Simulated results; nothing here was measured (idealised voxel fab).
The process module presented herein is designated voxel spacer lines.
Shown is cross-section cut, with a width of 210 nm and square cells of size 5 nm.
Cross-section spec: square-cell grid; bands listed top down; each band is one or more rows. In this notation a band is specified by the heights of its top and bottom, in that order and in nm, after which its materials appear from left to right, each paired with its width in nm. The word "all across" attached to a single material means that material fills the band from edge to edge; the word "air" stands for empty space. Note: height 0 marks the level under which the wafer is uniformly one material as received. Lowest band unbounded below, written "0 down". Width: "30 to 40" (first number = top row, second number = bottom row, same change from row to row of cells). Basically "left unchanged" means that step didn't change any cell in the cross-section. You'll see "Enclosed cavity list" listing empty spaces that have no way open to the top, as long as they're 8 cells or more; the notation is width x height at distance, where the distance is from the left edge, and all of it is in nm. It should be noted that, on the line of a given step, the content following the step's settings is a remark produced by the simulator itself with respect to that step. Among the settings permitted on a step's line is "overlay nm"; applied to a step with a mask, it specifies the extent to which the mask lay to the right of its planned position, whereas a negative figure signifies a position to the left.
**The following list gives the planned process steps**
1 RECEIVE | material Si
2 CONFORMAL_DEP | material Al2O3 | thk nm 10
3 DIRECTIONAL_DEP | material W | thk nm 15
4 DIRECTIONAL_DEP | material aC | thk nm 30
5 PATTERN | tone cover | mask id MANDREL | material resist | width nm 20 | pitch nm 70 | thk nm 35 | overlay nm 0
6 DIRECTIONAL_ETCH | etch materials aC | depth nm 30
7 STRIP | etch materials resist
8 CONFORMAL_DEP | material SiO2 | thk nm 15
9 DIRECTIONAL_ETCH | etch materials SiO2 | depth nm 15
10 STRIP | etch materials aC
11 DIRECTIONAL_ETCH | etch materials W | depth nm 15
12 STRIP | etch materials SiO2
13 FILL_DEP | material lowk | thk nm 10
14 CMP | height nm 25
**As-received wafer cross-section (after step 1)**
  0 down: Si all across
  Enclosed cavity list: none
**First wafer of two, sectioned at end of module; run went per plan**
  25 to 10: 45 lowk | 15 W | 20 lowk | 15 W | 20 lowk | 15 W | 20 lowk | 15 W | 45 lowk
  10 to 0: Al2O3 all across
  0 down: Si all across
  Enclosed cavity list: none
**Cross-sectional view of the second of two wafers upon completion of the module. This wafer shared its starting condition and process plan with the first; one error was made during its execution**
  25 to 10: 40 lowk | 15 W | 30 lowk | 15 W | 10 lowk | 15 W | 30 lowk | 15 W | 40 lowk
  10 to 0: Al2O3 all across
  0 down: Si all across
  Enclosed cavity list: none
Want to know what went wrong? planned and actual differ for step 5; actual: PATTERN | tone cover | mask id MANDREL | material resist | width nm 30 | pitch nm 70 | thk nm 35 | overlay nm 0
Heads up: at the end the two wafers have identical cell counts per material, they're just laid out differently.
